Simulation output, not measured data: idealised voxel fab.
A process module follows: voxel transistor to metal.
Shown is cross-section cut, with a width of 190 nm and square cells of size 5 nm.
In this document a cross-section is written as a grid of square cells. It is given as a series of bands, listed from the top down, and a band is one or more rows of cells.
Heads up on the band format: heights come first, top then bottom, in nm. After that it's the materials left to right, each with its width in nm. A single material flagged "edge to edge" fills the whole band edge to edge, and "air" means there's empty space there.
Where do heights start? At 0: under that level the wafer as delivered is made of one material only. And the lowest band has no floor; it just carries on downward, as in "0 down".
Quick explanation for "30..40": the width changes in equal steps down the rows of cells, from the first number in the band's top row to the second number in its bottom row.
Given "no change occurred" for a step, no cell of the cross-section differs between before and after that step.
What "Closed cavities" gives you is every empty space of 8 cells or more that is cut off from the top. Each appears as width x height at distance, with the distance taken from the left edge and width, height and distance all in nm.
If you see something after the settings on a step's line, that's the simulator's own remark about that step.
Each step line may optionally specify "overlay nm", which for a step with a mask gives the rightward distance between the mask's planned place and where it lay, a negative value indicating the leftward direction.

[The planned process steps are enumerated hereunder]
1 RECEIVE,material Si
2 OXIDIZE,depth nm 5
3 CONFORMAL_DEP,material SiN,thk nm 15
4 PATTERN,tone cover,mask id ACTIVE,material resist,width nm 115,thk nm 20,overlay nm 0
5 DIRECTIONAL_ETCH,etch materials SiN,depth nm 15
6 DIRECTIONAL_ETCH,etch materials SiO2,depth nm 5
7 DIRECTIONAL_ETCH,etch materials Si,depth nm 30
8 STRIP,etch materials resist
9 OXIDIZE,depth nm 5
10 FILL_DEP,material SiO2,thk nm 15
11 CMP,height nm 15
12 SELECTIVE_ETCH,etch materials SiO2,depth nm 15
13 STRIP,etch materials SiN
14 SELECTIVE_ETCH,etch materials SiO2,depth nm 5
15 OXIDIZE,depth nm 5
16 DIRECTIONAL_DEP,material polySi,thk nm 20
17 DIRECTIONAL_DEP,material SiCN,thk nm 15
18 DIRECTIONAL_DEP,material aC,thk nm 15
19 PATTERN,tone cover,mask id GATE,material resist,width nm 35,thk nm 35,overlay nm 0
20 DIRECTIONAL_ETCH,etch materials aC,depth nm 15
21 STRIP,etch materials resist
22 DIRECTIONAL_ETCH,etch materials SiCN,depth nm 25
23 DIRECTIONAL_ETCH,etch materials polySi,depth nm 30
24 STRIP,etch materials aC
25 CONFORMAL_DEP,material SiN,thk nm 10
26 DIRECTIONAL_ETCH,etch materials SiN,depth nm 10
27 DIRECTIONAL_ETCH,etch materials SiO2,depth nm 5
28 DIRECTIONAL_ETCH,etch materials Si,depth nm 15
29 EPI,material SiGe,thk nm 15
30 FILL_DEP,material SiO2,thk nm 5
31 CMP,height nm 15
32 STRIP,etch materials polySi
33 SELECTIVE_ETCH,etch materials SiO2,depth nm 5
34 CONFORMAL_DEP,material HfO2,thk nm 5
35 CONFORMAL_DEP,material TiN,thk nm 5
36 FILL_DEP,material W,thk nm 10
37 CMP,height nm 10
38 DIRECTIONAL_DEP,material SiO2,thk nm 10
39 DIRECTIONAL_DEP,material aC,thk nm 15
40 PATTERN,tone open,mask id CONTACT,material resist,width nm 15,pitch nm 80,thk nm 30,overlay nm 0
41 DIRECTIONAL_ETCH,etch materials aC,depth nm 15
42 STRIP,etch materials resist
43 DIRECTIONAL_ETCH,etch materials SiO2,depth nm 30
44 STRIP,etch materials aC
45 CONFORMAL_DEP,material TiN,thk nm 5
46 FILL_DEP,material Ru,thk nm 5
47 CMP,height nm 20
48 CONFORMAL_DEP,material SiCN,thk nm 5
49 DIRECTIONAL_DEP,material SiO2,thk nm 25
50 MASKED_ETCH,tone open,mask id METAL_1,width nm 15,pitch nm 80,etch materials SiO2,depth nm 25,overlay nm 0
51 MASKED_ETCH,tone open,mask id METAL_1,width nm 15,pitch nm 80,etch materials SiCN,depth nm 5,overlay nm 0
52 CONFORMAL_DEP,material TiN,thk nm 5
53 FILL_DEP,material Cu,thk nm 10
54 CMP,height nm 50
55 CONFORMAL_DEP,material SiCN,thk nm 5

[What follows covers the first of two wafers; it ran as planned]

[Cross-section of the wafer upon arrival, representing the state reached after step 1]
* 0 down: Si edge to edge
* Closed cavities: none

[How the wafer stands in section after step 2]
* 0 to -5: SiO2 edge to edge
* Heights below -5 show no change.

[How the wafer stands in section after step 3]
* 15 to 0: SiN edge to edge
* Heights below 0 show no change.

[How the wafer stands in section after step 4]
* 35 to 15: air 35 nm | resist 115 nm | air 40 nm
* Heights below 15 show no change.

[How the wafer stands in section after step 5]
* 35 to 15: air 35 nm | resist 115 nm | air 40 nm
* 15 to 0: air 35 nm | SiN 115 nm | air 40 nm
* Heights below 0 show no change.

[How the wafer stands in section after step 6]
* 35 to 15: air 35 nm | resist 115 nm | air 40 nm
* 15 to 0: air 35 nm | SiN 115 nm | air 40 nm
* 0 to -5: air 35 nm | SiO2 115 nm | air 40 nm
* Heights below -5 show no change.

[How the wafer stands in section after step 7]
* 35 to 15: air 35 nm | resist 115 nm | air 40 nm
* 15 to 0: air 35 nm | SiN 115 nm | air 40 nm
* 0 to -5: air 35 nm | SiO2 115 nm | air 40 nm
* -5 to -35: air 35 nm | Si 115 nm | air 40 nm
* Heights below -35 show no change.

[How the wafer stands in section after step 8]
* 15 to 0: air 35 nm | SiN 115 nm | air 40 nm
* Heights below 0 show no change.

[How the wafer stands in section after step 9]
* 15 to 0: air 35 nm | SiN 115 nm | air 40 nm
* 0 to -5: air 35 nm | SiO2 115 nm | air 40 nm
* -5 to -35: air 35 nm | SiO2 5 nm | Si 105 nm | SiO2 5 nm | air 40 nm
* -35 to -40: SiO2 40 nm | Si 105 nm | SiO2 45 nm
* Heights below -40 show no change.

[How the wafer stands in section after step 10]
* 30 to 15: SiO2 edge to edge
* 15 to 0: SiO2 35 nm | SiN 115 nm | SiO2 40 nm
* 0 to -5: SiO2 edge to edge
* -5 to -40: SiO2 40 nm | Si 105 nm | SiO2 45 nm
* Heights below -40 show no change.

[How the wafer stands in section after step 11]
* 15 to 0: SiO2 35 nm | SiN 115 nm | SiO2 40 nm
* Heights below 0 show no change.

[How the wafer stands in section after step 12]
* 15 to 0: air 35 nm | SiN 115 nm | air 40 nm
* Heights below 0 show no change.

[How the wafer stands in section after step 13]
* 0 to -5: SiO2 edge to edge
* Heights below -5 show no change.

[How the wafer stands in section after step 14]
* -5 to -40: SiO2 40 nm | Si 105 nm | SiO2 45 nm
* Heights below -40 show no change.

[How the wafer stands in section after step 15]
* -5 to -10: SiO2 edge to edge
* Heights below -10 show no change.

[How the wafer stands in section after step 16]
* 15 to -5: polySi edge to edge
* Heights below -5 show no change.

[How the wafer stands in section after step 17]
* 30 to 15: SiCN edge to edge
* Heights below 15 show no change.

[How the wafer stands in section after step 18]
* 45 to 30: aC edge to edge
* Heights below 30 show no change.

[How the wafer stands in section after step 19]
* 80 to 45: air 75 nm | resist 35 nm | air 80 nm
* Heights below 45 show no change.

[How the wafer stands in section after step 20]
* 65 to 45: air 75 nm | resist 35 nm | air 80 nm
* 45 to 30: air 75 nm | aC 35 nm | air 80 nm
* Heights below 30 show no change.

[How the wafer stands in section after step 21]
* 45 to 30: air 75 nm | aC 35 nm | air 80 nm
* Heights below 30 show no change.

[How the wafer stands in section after step 22]
* 45 to 30: air 75 nm | aC 35 nm | air 80 nm
* 30 to 15: air 75 nm | SiCN 35 nm | air 80 nm
* Heights below 15 show no change.

[How the wafer stands in section after step 23]
* 45 to 30: air 75 nm | aC 35 nm | air 80 nm
* 30 to 15: air 75 nm | SiCN 35 nm | air 80 nm
* 15 to -5: air 75 nm | polySi 35 nm | air 80 nm
* Heights below -5 show no change.

[How the wafer stands in section after step 24]
* 30 to 15: air 75 nm | SiCN 35 nm | air 80 nm
* Heights below 15 show no change.

[How the wafer stands in section after step 25]
* 40 to 30: air 65 nm | SiN 55 nm | air 70 nm
* 30 to 15: air 65 nm | SiN 10 nm | SiCN 35 nm | SiN 10 nm | air 70 nm
* 15 to 5: air 65 nm | SiN 10 nm | polySi 35 nm | SiN 10 nm | air 70 nm
* 5 to -5: SiN 75 nm | polySi 35 nm | SiN 80 nm
* Heights below -5 show no change.

[How the wafer stands in section after step 26]
* 30 to 15: air 65 nm | SiN 10 nm | SiCN 35 nm | SiN 10 nm | air 70 nm
* 15 to -5: air 65 nm | SiN 10 nm | polySi 35 nm | SiN 10 nm | air 70 nm
* Heights below -5 show no change.

[How the wafer stands in section after step 27]
* 30 to 15: air 65 nm | SiN 10 nm | SiCN 35 nm | SiN 10 nm | air 70 nm
* 15 to -5: air 65 nm | SiN 10 nm | polySi 35 nm | SiN 10 nm | air 70 nm
* -5 to -10: air 65 nm | SiO2 55 nm | air 70 nm
* Heights below -10 show no change.

[How the wafer stands in section after step 28]
* 30 to 15: air 65 nm | SiN 10 nm | SiCN 35 nm | SiN 10 nm | air 70 nm
* 15 to -5: air 65 nm | SiN 10 nm | polySi 35 nm | SiN 10 nm | air 70 nm
* -5 to -10: air 65 nm | SiO2 55 nm | air 70 nm
* -10 to -25: SiO2 40 nm | air 25 nm | Si 55 nm | air 25 nm | SiO2 45 nm
* Heights below -25 show no change.

[How the wafer stands in section after step 29]
* 30 to 15: air 65 nm | SiN 10 nm | SiCN 35 nm | SiN 10 nm | air 70 nm
* 15 to 5: air 65 nm | SiN 10 nm | polySi 35 nm | SiN 10 nm | air 70 nm
* 5 to -5: air 50 nm | SiGe 15 nm | SiN 10 nm | polySi 35 nm | SiN 10 nm | SiGe 15 nm | air 55 nm
* -5 to -10: air 50 nm | SiGe 15 nm | SiO2 55 nm | SiGe 15 nm | air 55 nm
* -10 to -25: SiO2 40 nm | SiGe 25 nm | Si 55 nm | SiGe 25 nm | SiO2 45 nm
* Heights below -25 show no change.

[How the wafer stands in section after step 30]
* 35 to 30: SiO2 edge to edge
* 30 to 15: SiO2 65 nm | SiN 10 nm | SiCN 35 nm | SiN 10 nm | SiO2 70 nm
* 15 to 5: SiO2 65 nm | SiN 10 nm | polySi 35 nm | SiN 10 nm | SiO2 70 nm
* 5 to -5: SiO2 50 nm | SiGe 15 nm | SiN 10 nm | polySi 35 nm | SiN 10 nm | SiGe 15 nm | SiO2 55 nm
* -5 to -10: SiO2 50 nm | SiGe 15 nm | SiO2 55 nm | SiGe 15 nm | SiO2 55 nm
* Heights below -10 show no change.

[How the wafer stands in section after step 31]
* 15 to 5: SiO2 65 nm | SiN 10 nm | polySi 35 nm | SiN 10 nm | SiO2 70 nm
* Heights below 5 show no change.

[How the wafer stands in section after step 32]
* 15 to 5: SiO2 65 nm | SiN 10 nm | air 35 nm | SiN 10 nm | SiO2 70 nm
* 5 to -5: SiO2 50 nm | SiGe 15 nm | SiN 10 nm | air 35 nm | SiN 10 nm | SiGe 15 nm | SiO2 55 nm
* Heights below -5 show no change.

[How the wafer stands in section after step 33]
* 15 to 10: air 65 nm | SiN 10 nm | air 35 nm | SiN 10 nm | air 70 nm
* 10 to 5: SiO2 65 nm | SiN 10 nm | air 35 nm | SiN 10 nm | SiO2 70 nm
* 5 to -5: SiO2 50 nm | SiGe 15 nm | SiN 10 nm | air 35 nm | SiN 10 nm | SiGe 15 nm | SiO2 55 nm
* -5 to -10: SiO2 50 nm | SiGe 15 nm | SiO2 5 nm | air 45 nm | SiO2 5 nm | SiGe 15 nm | SiO2 55 nm
* Heights below -10 show no change.

[How the wafer stands in section after step 34]
* 20 to 15: air 60 nm | HfO2 20 nm | air 25 nm | HfO2 20 nm | air 65 nm
* 15 to 10: HfO2 65 nm | SiN 10 nm | HfO2 5 nm | air 25 nm | HfO2 5 nm | SiN 10 nm | HfO2 70 nm
* 10 to 5: SiO2 65 nm | SiN 10 nm | HfO2 5 nm | air 25 nm | HfO2 5 nm | SiN 10 nm | SiO2 70 nm
* 5 to -5: SiO2 50 nm | SiGe 15 nm | SiN 10 nm | HfO2 5 nm | air 25 nm | HfO2 5 nm | SiN 10 nm | SiGe 15 nm | SiO2 55 nm
* -5 to -10: SiO2 50 nm | SiGe 15 nm | SiO2 5 nm | HfO2 45 nm | SiO2 5 nm | SiGe 15 nm | SiO2 55 nm
* Heights below -10 show no change.

[How the wafer stands in section after step 35]
* 25 to 20: air 55 nm | TiN 30 nm | air 15 nm | TiN 30 nm | air 60 nm
* 20 to 15: TiN 60 nm | HfO2 20 nm | TiN 5 nm | air 15 nm | TiN 5 nm | HfO2 20 nm | TiN 65 nm
* 15 to 10: HfO2 65 nm | SiN 10 nm | HfO2 5 nm | TiN 5 nm | air 15 nm | TiN 5 nm | HfO2 5 nm | SiN 10 nm | HfO2 70 nm
* 10 to 5: SiO2 65 nm | SiN 10 nm | HfO2 5 nm | TiN 5 nm | air 15 nm | TiN 5 nm | HfO2 5 nm | SiN 10 nm | SiO2 70 nm
* 5 to 0: SiO2 50 nm | SiGe 15 nm | SiN 10 nm | HfO2 5 nm | TiN 5 nm | air 15 nm | TiN 5 nm | HfO2 5 nm | SiN 10 nm | SiGe 15 nm | SiO2 55 nm
* 0 to -5: SiO2 50 nm | SiGe 15 nm | SiN 10 nm | HfO2 5 nm | TiN 25 nm | HfO2 5 nm | SiN 10 nm | SiGe 15 nm | SiO2 55 nm
* Heights below -5 show no change.

[How the wafer stands in section after step 36]
* 35 to 25: W edge to edge
* 25 to 20: W 55 nm | TiN 30 nm | W 15 nm | TiN 30 nm | W 60 nm
* 20 to 15: TiN 60 nm | HfO2 20 nm | TiN 5 nm | W 15 nm | TiN 5 nm | HfO2 20 nm | TiN 65 nm
* 15 to 10: HfO2 65 nm | SiN 10 nm | HfO2 5 nm | TiN 5 nm | W 15 nm | TiN 5 nm | HfO2 5 nm | SiN 10 nm | HfO2 70 nm
* 10 to 5: SiO2 65 nm | SiN 10 nm | HfO2 5 nm | TiN 5 nm | W 15 nm | TiN 5 nm | HfO2 5 nm | SiN 10 nm | SiO2 70 nm
* 5 to 0: SiO2 50 nm | SiGe 15 nm | SiN 10 nm | HfO2 5 nm | TiN 5 nm | W 15 nm | TiN 5 nm | HfO2 5 nm | SiN 10 nm | SiGe 15 nm | SiO2 55 nm
* Heights below 0 show no change.

[How the wafer stands in section after step 37]
* 10 to 5: SiO2 65 nm | SiN 10 nm | HfO2 5 nm | TiN 5 nm | W 15 nm | TiN 5 nm | HfO2 5 nm | SiN 10 nm | SiO2 70 nm
* Heights below 5 show no change.

[How the wafer stands in section after step 38]
* 20 to 10: SiO2 edge to edge
* Heights below 10 show no change.

[How the wafer stands in section after step 39]
* 35 to 20: aC edge to edge
* Heights below 20 show no change.

[How the wafer stands in section after step 40]
* 65 to 35: resist 45 nm | air 15 nm | resist 65 nm | air 15 nm | resist 50 nm
* Heights below 35 show no change.

[How the wafer stands in section after step 41]
* 50 to 35: resist 45 nm | air 15 nm | resist 65 nm | air 15 nm | resist 50 nm
* 35 to 20: aC 45 nm | air 15 nm | aC 65 nm | air 15 nm | aC 50 nm
* Heights below 20 show no change.

[How the wafer stands in section after step 42]
* 35 to 20: aC 45 nm | air 15 nm | aC 65 nm | air 15 nm | aC 50 nm
* Heights below 20 show no change.

[How the wafer stands in section after step 43]
* 35 to 20: aC 45 nm | air 15 nm | aC 65 nm | air 15 nm | aC 50 nm
* 20 to 10: SiO2 45 nm | air 15 nm | SiO2 65 nm | air 15 nm | SiO2 50 nm
* 10 to 5: SiO2 45 nm | air 15 nm | SiO2 5 nm | SiN 10 nm | HfO2 5 nm | TiN 5 nm | W 15 nm | TiN 5 nm | HfO2 5 nm | SiN 10 nm | SiO2 5 nm | air 15 nm | SiO2 50 nm
* 5 to 0: SiO2 45 nm | air 5 nm | SiGe 15 nm | SiN 10 nm | HfO2 5 nm | TiN 5 nm | W 15 nm | TiN 5 nm | HfO2 5 nm | SiN 10 nm | SiGe 15 nm | air 5 nm | SiO2 50 nm
* 0 to -5: SiO2 45 nm | air 5 nm | SiGe 15 nm | SiN 10 nm | HfO2 5 nm | TiN 25 nm | HfO2 5 nm | SiN 10 nm | SiGe 15 nm | air 5 nm | SiO2 50 nm
* -5 to -10: SiO2 45 nm | air 5 nm | SiGe 15 nm | SiO2 5 nm | HfO2 45 nm | SiO2 5 nm | SiGe 15 nm | air 5 nm | SiO2 50 nm
* Heights below -10 show no change.

[How the wafer stands in section after step 44]
* 20 to 10: SiO2 45 nm | air 15 nm | SiO2 65 nm | air 15 nm | SiO2 50 nm
* Heights below 10 show no change.

[How the wafer stands in section after step 45]
* 25 to 20: TiN 50 nm | air 5 nm | TiN 75 nm | air 5 nm | TiN 55 nm
* 20 to 10: SiO2 45 nm | TiN 5 nm | air 5 nm | TiN 5 nm | SiO2 65 nm | TiN 5 nm | air 5 nm | TiN 5 nm | SiO2 50 nm
* 10 to 5: SiO2 45 nm | TiN 15 nm | SiO2 5 nm | SiN 10 nm | HfO2 5 nm | TiN 5 nm | W 15 nm | TiN 5 nm | HfO2 5 nm | SiN 10 nm | SiO2 5 nm | TiN 15 nm | SiO2 50 nm
* 5 to 0: SiO2 45 nm | TiN 5 nm | SiGe 15 nm | SiN 10 nm | HfO2 5 nm | TiN 5 nm | W 15 nm | TiN 5 nm | HfO2 5 nm | SiN 10 nm | SiGe 15 nm | TiN 5 nm | SiO2 50 nm
* 0 to -5: SiO2 45 nm | TiN 5 nm | SiGe 15 nm | SiN 10 nm | HfO2 5 nm | TiN 25 nm | HfO2 5 nm | SiN 10 nm | SiGe 15 nm | TiN 5 nm | SiO2 50 nm
* -5 to -10: SiO2 45 nm | TiN 5 nm | SiGe 15 nm | SiO2 5 nm | HfO2 45 nm | SiO2 5 nm | SiGe 15 nm | TiN 5 nm | SiO2 50 nm
* Heights below -10 show no change.

[How the wafer stands in section after step 46]
* 30 to 25: Ru edge to edge
* 25 to 20: TiN 50 nm | Ru 5 nm | TiN 75 nm | Ru 5 nm | TiN 55 nm
* 20 to 10: SiO2 45 nm | TiN 5 nm | Ru 5 nm | TiN 5 nm | SiO2 65 nm | TiN 5 nm | Ru 5 nm | TiN 5 nm | SiO2 50 nm
* Heights below 10 show no change.

[How the wafer stands in section after step 47]
* 20 to 10: SiO2 45 nm | TiN 5 nm | Ru 5 nm | TiN 5 nm | SiO2 65 nm | TiN 5 nm | Ru 5 nm | TiN 5 nm | SiO2 50 nm
* Heights below 10 show no change.

[How the wafer stands in section after step 48]
* 25 to 20: SiCN edge to edge
* Heights below 20 show no change.

[How the wafer stands in section after step 49]
* 50 to 25: SiO2 edge to edge
* Heights below 25 show no change.

[How the wafer stands in section after step 50]
* 50 to 25: SiO2 45 nm | air 15 nm | SiO2 65 nm | air 15 nm | SiO2 50 nm
* Heights below 25 show no change.

[How the wafer stands in section after step 51]
* 50 to 25: SiO2 45 nm | air 15 nm | SiO2 65 nm | air 15 nm | SiO2 50 nm
* 25 to 20: SiCN 45 nm | air 15 nm | SiCN 65 nm | air 15 nm | SiCN 50 nm
* Heights below 20 show no change.

[How the wafer stands in section after step 52]
* 55 to 50: TiN 50 nm | air 5 nm | TiN 75 nm | air 5 nm | TiN 55 nm
* 50 to 25: SiO2 45 nm | TiN 5 nm | air 5 nm | TiN 5 nm | SiO2 65 nm | TiN 5 nm | air 5 nm | TiN 5 nm | SiO2 50 nm
* 25 to 20: SiCN 45 nm | TiN 15 nm | SiCN 65 nm | TiN 15 nm | SiCN 50 nm
* Heights below 20 show no change.

[How the wafer stands in section after step 53]
* 65 to 55: Cu edge to edge
* 55 to 50: TiN 50 nm | Cu 5 nm | TiN 75 nm | Cu 5 nm | TiN 55 nm
* 50 to 25: SiO2 45 nm | TiN 5 nm | Cu 5 nm | TiN 5 nm | SiO2 65 nm | TiN 5 nm | Cu 5 nm | TiN 5 nm | SiO2 50 nm
* Heights below 25 show no change.

[How the wafer stands in section after step 54]
* 50 to 25: SiO2 45 nm | TiN 5 nm | Cu 5 nm | TiN 5 nm | SiO2 65 nm | TiN 5 nm | Cu 5 nm | TiN 5 nm | SiO2 50 nm
* Heights below 25 show no change.

[How the wafer stands in section after step 55]
* 55 to 50: SiCN edge to edge
* Heights below 50 show no change.

[The Second Wafer: Common Origin and Plan, One Mistake in Execution, Identical to the First Through Step 33]

[What the second wafer looks like in cross-section when step 34 should have wrapped up]
* 20 to 15: air 60 nm | TiN 20 nm | air 25 nm | TiN 20 nm | air 65 nm
* 15 to 10: TiN 65 nm | SiN 10 nm | TiN 5 nm | air 25 nm | TiN 5 nm | SiN 10 nm | TiN 70 nm
* 10 to 5: SiO2 65 nm | SiN 10 nm | TiN 5 nm | air 25 nm | TiN 5 nm | SiN 10 nm | SiO2 70 nm
* 5 to -5: SiO2 50 nm | SiGe 15 nm | SiN 10 nm | TiN 5 nm | air 25 nm | TiN 5 nm | SiN 10 nm | SiGe 15 nm | SiO2 55 nm
* -5 to -10: SiO2 50 nm | SiGe 15 nm | SiO2 5 nm | TiN 45 nm | SiO2 5 nm | SiGe 15 nm | SiO2 55 nm
* Heights below -10 show no change.

[What the second wafer looks like in cross-section when step 35 should have wrapped up]
* 25 to 20: air 55 nm | HfO2 30 nm | air 15 nm | HfO2 30 nm | air 60 nm
* 20 to 15: HfO2 60 nm | TiN 20 nm | HfO2 5 nm | air 15 nm | HfO2 5 nm | TiN 20 nm | HfO2 65 nm
* 15 to 10: TiN 65 nm | SiN 10 nm | TiN 5 nm | HfO2 5 nm | air 15 nm | HfO2 5 nm | TiN 5 nm | SiN 10 nm | TiN 70 nm
* 10 to 5: SiO2 65 nm | SiN 10 nm | TiN 5 nm | HfO2 5 nm | air 15 nm | HfO2 5 nm | TiN 5 nm | SiN 10 nm | SiO2 70 nm
* 5 to 0: SiO2 50 nm | SiGe 15 nm | SiN 10 nm | TiN 5 nm | HfO2 5 nm | air 15 nm | HfO2 5 nm | TiN 5 nm | SiN 10 nm | SiGe 15 nm | SiO2 55 nm
* 0 to -5: SiO2 50 nm | SiGe 15 nm | SiN 10 nm | TiN 5 nm | HfO2 25 nm | TiN 5 nm | SiN 10 nm | SiGe 15 nm | SiO2 55 nm
* Heights below -5 show no change.

[What the second wafer looks like in cross-section when step 36 should have wrapped up]
* 35 to 25: W edge to edge
* 25 to 20: W 55 nm | HfO2 30 nm | W 15 nm | HfO2 30 nm | W 60 nm
* 20 to 15: HfO2 60 nm | TiN 20 nm | HfO2 5 nm | W 15 nm | HfO2 5 nm | TiN 20 nm | HfO2 65 nm
* 15 to 10: TiN 65 nm | SiN 10 nm | TiN 5 nm | HfO2 5 nm | W 15 nm | HfO2 5 nm | TiN 5 nm | SiN 10 nm | TiN 70 nm
* 10 to 5: SiO2 65 nm | SiN 10 nm | TiN 5 nm | HfO2 5 nm | W 15 nm | HfO2 5 nm | TiN 5 nm | SiN 10 nm | SiO2 70 nm
* 5 to 0: SiO2 50 nm | SiGe 15 nm | SiN 10 nm | TiN 5 nm | HfO2 5 nm | W 15 nm | HfO2 5 nm | TiN 5 nm | SiN 10 nm | SiGe 15 nm | SiO2 55 nm
* Heights below 0 show no change.

[What the second wafer looks like in cross-section when step 37 should have wrapped up]
* 10 to 5: SiO2 65 nm | SiN 10 nm | TiN 5 nm | HfO2 5 nm | W 15 nm | HfO2 5 nm | TiN 5 nm | SiN 10 nm | SiO2 70 nm
* Heights below 5 show no change.

[What the second wafer looks like in cross-section when step 38 should have wrapped up]
* 20 to 10: SiO2 edge to edge
* Heights below 10 show no change.

[What the second wafer looks like in cross-section when step 39 should have wrapped up]
* 35 to 20: aC edge to edge
* Heights below 20 show no change.

[What the second wafer looks like in cross-section when step 40 should have wrapped up]
* 65 to 35: resist 45 nm | air 15 nm | resist 65 nm | air 15 nm | resist 50 nm
* Heights below 35 show no change.

[What the second wafer looks like in cross-section when step 41 should have wrapped up]
* 50 to 35: resist 45 nm | air 15 nm | resist 65 nm | air 15 nm | resist 50 nm
* 35 to 20: aC 45 nm | air 15 nm | aC 65 nm | air 15 nm | aC 50 nm
* Heights below 20 show no change.

[What the second wafer looks like in cross-section when step 42 should have wrapped up]
* 35 to 20: aC 45 nm | air 15 nm | aC 65 nm | air 15 nm | aC 50 nm
* Heights below 20 show no change.

[What the second wafer looks like in cross-section when step 43 should have wrapped up]
* 35 to 20: aC 45 nm | air 15 nm | aC 65 nm | air 15 nm | aC 50 nm
* 20 to 10: SiO2 45 nm | air 15 nm | SiO2 65 nm | air 15 nm | SiO2 50 nm
* 10 to 5: SiO2 45 nm | air 15 nm | SiO2 5 nm | SiN 10 nm | TiN 5 nm | HfO2 5 nm | W 15 nm | HfO2 5 nm | TiN 5 nm | SiN 10 nm | SiO2 5 nm | air 15 nm | SiO2 50 nm
* 5 to 0: SiO2 45 nm | air 5 nm | SiGe 15 nm | SiN 10 nm | TiN 5 nm | HfO2 5 nm | W 15 nm | HfO2 5 nm | TiN 5 nm | SiN 10 nm | SiGe 15 nm | air 5 nm | SiO2 50 nm
* 0 to -5: SiO2 45 nm | air 5 nm | SiGe 15 nm | SiN 10 nm | TiN 5 nm | HfO2 25 nm | TiN 5 nm | SiN 10 nm | SiGe 15 nm | air 5 nm | SiO2 50 nm
* -5 to -10: SiO2 45 nm | air 5 nm | SiGe 15 nm | SiO2 5 nm | TiN 45 nm | SiO2 5 nm | SiGe 15 nm | air 5 nm | SiO2 50 nm
* Heights below -10 show no change.

[What the second wafer looks like in cross-section when step 44 should have wrapped up]
* 20 to 10: SiO2 45 nm | air 15 nm | SiO2 65 nm | air 15 nm | SiO2 50 nm
* Heights below 10 show no change.

[What the second wafer looks like in cross-section when step 45 should have wrapped up]
* 25 to 20: TiN 50 nm | air 5 nm | TiN 75 nm | air 5 nm | TiN 55 nm
* 20 to 10: SiO2 45 nm | TiN 5 nm | air 5 nm | TiN 5 nm | SiO2 65 nm | TiN 5 nm | air 5 nm | TiN 5 nm | SiO2 50 nm
* 10 to 5: SiO2 45 nm | TiN 15 nm | SiO2 5 nm | SiN 10 nm | TiN 5 nm | HfO2 5 nm | W 15 nm | HfO2 5 nm | TiN 5 nm | SiN 10 nm | SiO2 5 nm | TiN 15 nm | SiO2 50 nm
* 5 to 0: SiO2 45 nm | TiN 5 nm | SiGe 15 nm | SiN 10 nm | TiN 5 nm | HfO2 5 nm | W 15 nm | HfO2 5 nm | TiN 5 nm | SiN 10 nm | SiGe 15 nm | TiN 5 nm | SiO2 50 nm
* 0 to -5: SiO2 45 nm | TiN 5 nm | SiGe 15 nm | SiN 10 nm | TiN 5 nm | HfO2 25 nm | TiN 5 nm | SiN 10 nm | SiGe 15 nm | TiN 5 nm | SiO2 50 nm
* -5 to -10: SiO2 45 nm | TiN 5 nm | SiGe 15 nm | SiO2 5 nm | TiN 45 nm | SiO2 5 nm | SiGe 15 nm | TiN 5 nm | SiO2 50 nm
* Heights below -10 show no change.

[What the second wafer looks like in cross-section when step 46 should have wrapped up]
* 30 to 25: Ru edge to edge
* 25 to 20: TiN 50 nm | Ru 5 nm | TiN 75 nm | Ru 5 nm | TiN 55 nm
* 20 to 10: SiO2 45 nm | TiN 5 nm | Ru 5 nm | TiN 5 nm | SiO2 65 nm | TiN 5 nm | Ru 5 nm | TiN 5 nm | SiO2 50 nm
* Heights below 10 show no change.

[What the second wafer looks like in cross-section when step 47 should have wrapped up]
* 20 to 10: SiO2 45 nm | TiN 5 nm | Ru 5 nm | TiN 5 nm | SiO2 65 nm | TiN 5 nm | Ru 5 nm | TiN 5 nm | SiO2 50 nm
* Heights below 10 show no change.

[What the second wafer looks like in cross-section when step 48 should have wrapped up]
* 25 to 20: SiCN edge to edge
* Heights below 20 show no change.

[What the second wafer looks like in cross-section when step 49 should have wrapped up]
* 50 to 25: SiO2 edge to edge
* Heights below 25 show no change.

[What the second wafer looks like in cross-section when step 50 should have wrapped up]
* 50 to 25: SiO2 45 nm | air 15 nm | SiO2 65 nm | air 15 nm | SiO2 50 nm
* Heights below 25 show no change.

[What the second wafer looks like in cross-section when step 51 should have wrapped up]
* 50 to 25: SiO2 45 nm | air 15 nm | SiO2 65 nm | air 15 nm | SiO2 50 nm
* 25 to 20: SiCN 45 nm | air 15 nm | SiCN 65 nm | air 15 nm | SiCN 50 nm
* Heights below 20 show no change.

[What the second wafer looks like in cross-section when step 52 should have wrapped up]
* 55 to 50: TiN 50 nm | air 5 nm | TiN 75 nm | air 5 nm | TiN 55 nm
* 50 to 25: SiO2 45 nm | TiN 5 nm | air 5 nm | TiN 5 nm | SiO2 65 nm | TiN 5 nm | air 5 nm | TiN 5 nm | SiO2 50 nm
* 25 to 20: SiCN 45 nm | TiN 15 nm | SiCN 65 nm | TiN 15 nm | SiCN 50 nm
* Heights below 20 show no change.

[What the second wafer looks like in cross-section when step 53 should have wrapped up]
* 65 to 55: Cu edge to edge
* 55 to 50: TiN 50 nm | Cu 5 nm | TiN 75 nm | Cu 5 nm | TiN 55 nm
* 50 to 25: SiO2 45 nm | TiN 5 nm | Cu 5 nm | TiN 5 nm | SiO2 65 nm | TiN 5 nm | Cu 5 nm | TiN 5 nm | SiO2 50 nm
* Heights below 25 show no change.

[What the second wafer looks like in cross-section when step 54 should have wrapped up]
* 50 to 25: SiO2 45 nm | TiN 5 nm | Cu 5 nm | TiN 5 nm | SiO2 65 nm | TiN 5 nm | Cu 5 nm | TiN 5 nm | SiO2 50 nm
* Heights below 25 show no change.

[What the second wafer looks like in cross-section when step 55 should have wrapped up]
* 55 to 50: SiCN edge to edge
* Heights below 50 show no change.
So what did we get wrong on this run? steps 34 and 35 of the plan were each performed in the slot designated for the other
Once processing is complete, comparing cell counts shows that the second wafer has more or fewer of certain materials than the first: 6 fewer of HfO2; 6 more of TiN
